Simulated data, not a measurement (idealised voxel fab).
process module | voxel wiring stack
cross-section cut | 185 nm wide | cells 5 nm
A cross-section is a grid of square cells, given in bands from the top down. A band is one or more rows of cells.
Each band's line starts with the height of the band's top and of its bottom, in nm. Then come its materials from left to right, each with its width in nm. One material with "throughout" fills the band from edge to edge. "air" is empty space.
Height 0 is the level under which the wafer as received is all one material. The lowest band goes on downwards, as in "0 down".
A width such as "30 to 40" changes by the same amount from each row of cells to the next, from the band's top row to its bottom row.
"no change" after a step means that no cell of the cross-section changed.
closed voids: empty space of 8 cells or more with no open way to the top, each as width x height at its distance from the left edge, in nm
after a step's settings: what the simulator itself notes on the step
overlay nm, on a step with a mask: how far to the right of its planned place the mask lay; to the left if negative
plan
1 op RECEIVE | material Si
2 op CONFORMAL_DEP | material SiO2 | thk nm 15
3 op CONFORMAL_DEP | material SiCN | thk nm 5
4 op DIRECTIONAL_DEP | material SiO2 | thk nm 20
5 op MASKED_ETCH | tone open | mask id METAL_1 | width nm 30 | pitch nm 60 | etch materials SiO2 | depth nm 20 | overlay nm 0
6 op MASKED_ETCH | tone open | mask id METAL_1 | width nm 30 | pitch nm 60 | etch materials SiCN | depth nm 5 | overlay nm 0
7 op CONFORMAL_DEP | material TiN | thk nm 5
8 op FILL_DEP | material Ru | thk nm 10
9 op CMP | height nm 40
10 op CONFORMAL_DEP | material SiCN | thk nm 5
11 op DIRECTIONAL_DEP | material SiO2 | thk nm 25
12 op PATTERN | tone open | mask id METAL_2 | material resist | width nm 30 | pitch nm 60 | thk nm 15 | overlay nm 0
13 op DIRECTIONAL_ETCH | etch materials SiO2 | depth nm 15
14 op STRIP | etch materials resist
15 op MASKED_ETCH | tone open | mask id METAL_2_HOLES | width nm 15 | pitch nm 60 | etch materials SiO2 | depth nm 10 | overlay nm 0
16 op MASKED_ETCH | tone open | mask id METAL_2_HOLES | width nm 15 | pitch nm 60 | etch materials SiCN | depth nm 5 | overlay nm 0
17 op CONFORMAL_DEP | material TiN | thk nm 5
18 op FILL_DEP | material Cu | thk nm 10
19 op CMP | height nm 70
20 op CONFORMAL_DEP | material SiCN | thk nm 5
21 op DIRECTIONAL_DEP | material SiO2 | thk nm 35
22 op MASKED_ETCH | tone open | mask id METAL_3_HOLES | width nm 15 | pitch nm 120 | etch materials SiO2 | depth nm 35 | overlay nm 0
23 op MASKED_ETCH | tone open | mask id METAL_3 | width nm 30 | pitch nm 60 | etch materials SiO2 | depth nm 20 | overlay nm 0
24 op MASKED_ETCH | tone open | mask id METAL_3 | width nm 30 | pitch nm 60 | etch materials SiCN | depth nm 5 | overlay nm 0
25 op CONFORMAL_DEP | material TiN | thk nm 5
26 op FILL_DEP | material Ru | thk nm 5
27 op CMP | height nm 110
28 op CONFORMAL_DEP | material SiCN | thk nm 5
first wafer, as planned
as received, after step 1
  0 down: Si throughout
  closed voids: none
after step 2
  15 to 0: SiO2 throughout
  below 0: unchanged
after step 3
  20 to 15: SiCN throughout
  below 15: unchanged
after step 4
  40 to 20: SiO2 throughout
  below 20: unchanged
after step 5
  40 to 20: SiO2 15 | air 30 | SiO2 30 | air 30 | SiO2 30 | air 30 | SiO2 20
  below 20: unchanged
after step 6
  40 to 20: SiO2 15 | air 30 | SiO2 30 | air 30 | SiO2 30 | air 30 | SiO2 20
  20 to 15: SiCN 15 | air 30 | SiCN 30 | air 30 | SiCN 30 | air 30 | SiCN 20
  below 15: unchanged
after step 7
  45 to 40: TiN 20 | air 20 | TiN 40 | air 20 | TiN 40 | air 20 | TiN 25
  40 to 20: SiO2 15 | TiN 5 | air 20 | TiN 5 | SiO2 30 | TiN 5 | air 20 | TiN 5 | SiO2 30 | TiN 5 | air 20 | TiN 5 | SiO2 20
  20 to 15: SiCN 15 | TiN 30 | SiCN 30 | TiN 30 | SiCN 30 | TiN 30 | SiCN 20
  below 15: unchanged
after step 8
  55 to 45: Ru throughout
  45 to 40: TiN 20 | Ru 20 | TiN 40 | Ru 20 | TiN 40 | Ru 20 | TiN 25
  40 to 20: SiO2 15 | TiN 5 | Ru 20 | TiN 5 | SiO2 30 | TiN 5 | Ru 20 | TiN 5 | SiO2 30 | TiN 5 | Ru 20 | TiN 5 | SiO2 20
  below 20: unchanged
after step 9
  40 to 20: SiO2 15 | TiN 5 | Ru 20 | TiN 5 | SiO2 30 | TiN 5 | Ru 20 | TiN 5 | SiO2 30 | TiN 5 | Ru 20 | TiN 5 | SiO2 20
  below 20: unchanged
after step 10
  45 to 40: SiCN throughout
  below 40: unchanged
after step 11
  70 to 45: SiO2 throughout
  below 45: unchanged
after step 12
  85 to 70: resist 15 | air 30 | resist 30 | air 30 | resist 30 | air 30 | resist 20
  below 70: unchanged
after step 13
  85 to 70: resist 15 | air 30 | resist 30 | air 30 | resist 30 | air 30 | resist 20
  70 to 55: SiO2 15 | air 30 | SiO2 30 | air 30 | SiO2 30 | air 30 | SiO2 20
  below 55: unchanged
after step 14
  70 to 55: SiO2 15 | air 30 | SiO2 30 | air 30 | SiO2 30 | air 30 | SiO2 20
  below 55: unchanged
after step 15
  70 to 55: SiO2 15 | air 30 | SiO2 30 | air 30 | SiO2 30 | air 30 | SiO2 20
  55 to 45: SiO2 15 | air 15 | SiO2 45 | air 15 | SiO2 45 | air 15 | SiO2 35
  below 45: unchanged
after step 16
  70 to 55: SiO2 15 | air 30 | SiO2 30 | air 30 | SiO2 30 | air 30 | SiO2 20
  55 to 45: SiO2 15 | air 15 | SiO2 45 | air 15 | SiO2 45 | air 15 | SiO2 35
  45 to 40: SiCN 15 | air 15 | SiCN 45 | air 15 | SiCN 45 | air 15 | SiCN 35
  below 40: unchanged
after step 17
  75 to 70: TiN 20 | air 20 | TiN 40 | air 20 | TiN 40 | air 20 | TiN 25
  70 to 60: SiO2 15 | TiN 5 | air 20 | TiN 5 | SiO2 30 | TiN 5 | air 20 | TiN 5 | SiO2 30 | TiN 5 | air 20 | TiN 5 | SiO2 20
  60 to 55: SiO2 15 | TiN 5 | air 5 | TiN 20 | SiO2 30 | TiN 5 | air 5 | TiN 20 | SiO2 30 | TiN 5 | air 5 | TiN 20 | SiO2 20
  55 to 45: SiO2 15 | TiN 5 | air 5 | TiN 5 | SiO2 45 | TiN 5 | air 5 | TiN 5 | SiO2 45 | TiN 5 | air 5 | TiN 5 | SiO2 35
  45 to 40: SiCN 15 | TiN 15 | SiCN 45 | TiN 15 | SiCN 45 | TiN 15 | SiCN 35
  below 40: unchanged
after step 18
  85 to 75: Cu throughout
  75 to 70: TiN 20 | Cu 20 | TiN 40 | Cu 20 | TiN 40 | Cu 20 | TiN 25
  70 to 60: SiO2 15 | TiN 5 | Cu 20 | TiN 5 | SiO2 30 | TiN 5 | Cu 20 | TiN 5 | SiO2 30 | TiN 5 | Cu 20 | TiN 5 | SiO2 20
  60 to 55: SiO2 15 | TiN 5 | Cu 5 | TiN 20 | SiO2 30 | TiN 5 | Cu 5 | TiN 20 | SiO2 30 | TiN 5 | Cu 5 | TiN 20 | SiO2 20
  55 to 45: SiO2 15 | TiN 5 | Cu 5 | TiN 5 | SiO2 45 | TiN 5 | Cu 5 | TiN 5 | SiO2 45 | TiN 5 | Cu 5 | TiN 5 | SiO2 35
  below 45: unchanged
after step 19
  70 to 60: SiO2 15 | TiN 5 | Cu 20 | TiN 5 | SiO2 30 | TiN 5 | Cu 20 | TiN 5 | SiO2 30 | TiN 5 | Cu 20 | TiN 5 | SiO2 20
  below 60: unchanged
after step 20
  75 to 70: SiCN throughout
  below 70: unchanged
after step 21
  110 to 75: SiO2 throughout
  below 75: unchanged
after step 22
  110 to 75: SiO2 15 | air 15 | SiO2 105 | air 15 | SiO2 35
  below 75: unchanged
after step 23
  110 to 90: SiO2 15 | air 30 | SiO2 30 | air 30 | SiO2 30 | air 30 | SiO2 20
  below 90: unchanged
after step 24
  110 to 90: SiO2 15 | air 30 | SiO2 30 | air 30 | SiO2 30 | air 30 | SiO2 20
  90 to 75: SiO2 15 | air 15 | SiO2 105 | air 15 | SiO2 35
  75 to 70: SiCN 15 | air 15 | SiCN 105 | air 15 | SiCN 35
  below 70: unchanged
after step 25
  115 to 110: TiN 20 | air 20 | TiN 40 | air 20 | TiN 40 | air 20 | TiN 25
  110 to 95: SiO2 15 | TiN 5 | air 20 | TiN 5 | SiO2 30 | TiN 5 | air 20 | TiN 5 | SiO2 30 | TiN 5 | air 20 | TiN 5 | SiO2 20
  95 to 90: SiO2 15 | TiN 5 | air 5 | TiN 20 | SiO2 30 | TiN 30 | SiO2 30 | TiN 5 | air 5 | TiN 20 | SiO2 20
  90 to 75: SiO2 15 | TiN 5 | air 5 | TiN 5 | SiO2 105 | TiN 5 | air 5 | TiN 5 | SiO2 35
  75 to 70: SiCN 15 | TiN 15 | SiCN 105 | TiN 15 | SiCN 35
  below 70: unchanged
after step 26
  120 to 115: Ru throughout
  115 to 110: TiN 20 | Ru 20 | TiN 40 | Ru 20 | TiN 40 | Ru 20 | TiN 25
  110 to 95: SiO2 15 | TiN 5 | Ru 20 | TiN 5 | SiO2 30 | TiN 5 | Ru 20 | TiN 5 | SiO2 30 | TiN 5 | Ru 20 | TiN 5 | SiO2 20
  95 to 90: SiO2 15 | TiN 5 | Ru 5 | TiN 20 | SiO2 30 | TiN 30 | SiO2 30 | TiN 5 | Ru 5 | TiN 20 | SiO2 20
  90 to 75: SiO2 15 | TiN 5 | Ru 5 | TiN 5 | SiO2 105 | TiN 5 | Ru 5 | TiN 5 | SiO2 35
  below 75: unchanged
after step 27
  110 to 95: SiO2 15 | TiN 5 | Ru 20 | TiN 5 | SiO2 30 | TiN 5 | Ru 20 | TiN 5 | SiO2 30 | TiN 5 | Ru 20 | TiN 5 | SiO2 20
  below 95: unchanged
after step 28
  115 to 110: SiCN throughout
  below 110: unchanged
second wafer: like start, like plan, one mistake. Through step 14 it matches the first wafer
when step 15 should have ended
  60 to 55: SiO2 15 | air 30 | SiO2 30 | air 30 | SiO2 30 | air 30 | SiO2 20
  55 to 45: SiO2 30 | air 15 | SiO2 45 | air 15 | SiO2 45 | air 15 | SiO2 20
  below 45: unchanged
when step 16 should have ended: no change
when step 17 should have ended
  65 to 60: TiN 20 | air 20 | TiN 40 | air 20 | TiN 40 | air 20 | TiN 25
  60 to 50: SiO2 15 to 30 | TiN 20 to 5 | air 5 | TiN 5 | SiO2 30 to 45 | TiN 20 to 5 | air 5 | TiN 5 | SiO2 30 to 45 | TiN 20 to 5 | air 5 | TiN 5 | SiO2 20
  50 to 45: SiO2 30 | TiN 15 | SiO2 45 | TiN 15 | SiO2 45 | TiN 15 | SiO2 20
  below 45: unchanged
when step 18 should have ended
  75 to 65: Cu throughout
  65 to 60: TiN 20 | Cu 20 | TiN 40 | Cu 20 | TiN 40 | Cu 20 | TiN 25
  60 to 50: SiO2 15 to 30 | TiN 20 to 5 | Cu 5 | TiN 5 | SiO2 30 to 45 | TiN 20 to 5 | Cu 5 | TiN 5 | SiO2 30 to 45 | TiN 20 to 5 | Cu 5 | TiN 5 | SiO2 20
  below 50: unchanged
when step 19 should have ended
  70 to 65: Cu throughout
  below 65: unchanged
when step 20 should have ended
  75 to 70: SiCN throughout
  below 70: unchanged
when step 21 should have ended
  110 to 75: SiO2 throughout
  below 75: unchanged
when step 22 should have ended
  110 to 75: SiO2 15 | air 15 | SiO2 105 | air 15 | SiO2 35
  below 75: unchanged
when step 23 should have ended
  110 to 90: SiO2 15 | air 30 | SiO2 30 | air 30 | SiO2 30 | air 30 | SiO2 20
  below 90: unchanged
when step 24 should have ended
  110 to 90: SiO2 15 | air 30 | SiO2 30 | air 30 | SiO2 30 | air 30 | SiO2 20
  90 to 75: SiO2 15 | air 15 | SiO2 105 | air 15 | SiO2 35
  75 to 70: SiCN 15 | air 15 | SiCN 105 | air 15 | SiCN 35
  below 70: unchanged
when step 25 should have ended
  115 to 110: TiN 20 | air 20 | TiN 40 | air 20 | TiN 40 | air 20 | TiN 25
  110 to 95: SiO2 15 | TiN 5 | air 20 | TiN 5 | SiO2 30 | TiN 5 | air 20 | TiN 5 | SiO2 30 | TiN 5 | air 20 | TiN 5 | SiO2 20
  95 to 90: SiO2 15 | TiN 5 | air 5 | TiN 20 | SiO2 30 | TiN 30 | SiO2 30 | TiN 5 | air 5 | TiN 20 | SiO2 20
  90 to 75: SiO2 15 | TiN 5 | air 5 | TiN 5 | SiO2 105 | TiN 5 | air 5 | TiN 5 | SiO2 35
  75 to 70: SiCN 15 | TiN 15 | SiCN 105 | TiN 15 | SiCN 35
  below 70: unchanged
when step 26 should have ended
  120 to 115: Ru throughout
  115 to 110: TiN 20 | Ru 20 | TiN 40 | Ru 20 | TiN 40 | Ru 20 | TiN 25
  110 to 95: SiO2 15 | TiN 5 | Ru 20 | TiN 5 | SiO2 30 | TiN 5 | Ru 20 | TiN 5 | SiO2 30 | TiN 5 | Ru 20 | TiN 5 | SiO2 20
  95 to 90: SiO2 15 | TiN 5 | Ru 5 | TiN 20 | SiO2 30 | TiN 30 | SiO2 30 | TiN 5 | Ru 5 | TiN 20 | SiO2 20
  90 to 75: SiO2 15 | TiN 5 | Ru 5 | TiN 5 | SiO2 105 | TiN 5 | Ru 5 | TiN 5 | SiO2 35
  below 75: unchanged
when step 27 should have ended
  110 to 95: SiO2 15 | TiN 5 | Ru 20 | TiN 5 | SiO2 30 | TiN 5 | Ru 20 | TiN 5 | SiO2 30 | TiN 5 | Ru 20 | TiN 5 | SiO2 20
  below 95: unchanged
when step 28 should have ended
  115 to 110: SiCN throughout
  below 110: unchanged
what went wrong: step 15 ran as: op MASKED_ETCH | tone cover | mask id METAL_2_HOLES | width nm 15 | pitch nm 60 | etch materials SiO2 | depth nm 10 | overlay nm 0
at the end the second wafer has, in cells: 22 more of Cu | 9 more of SiCN | 38 fewer of SiO2 | 7 more of TiN
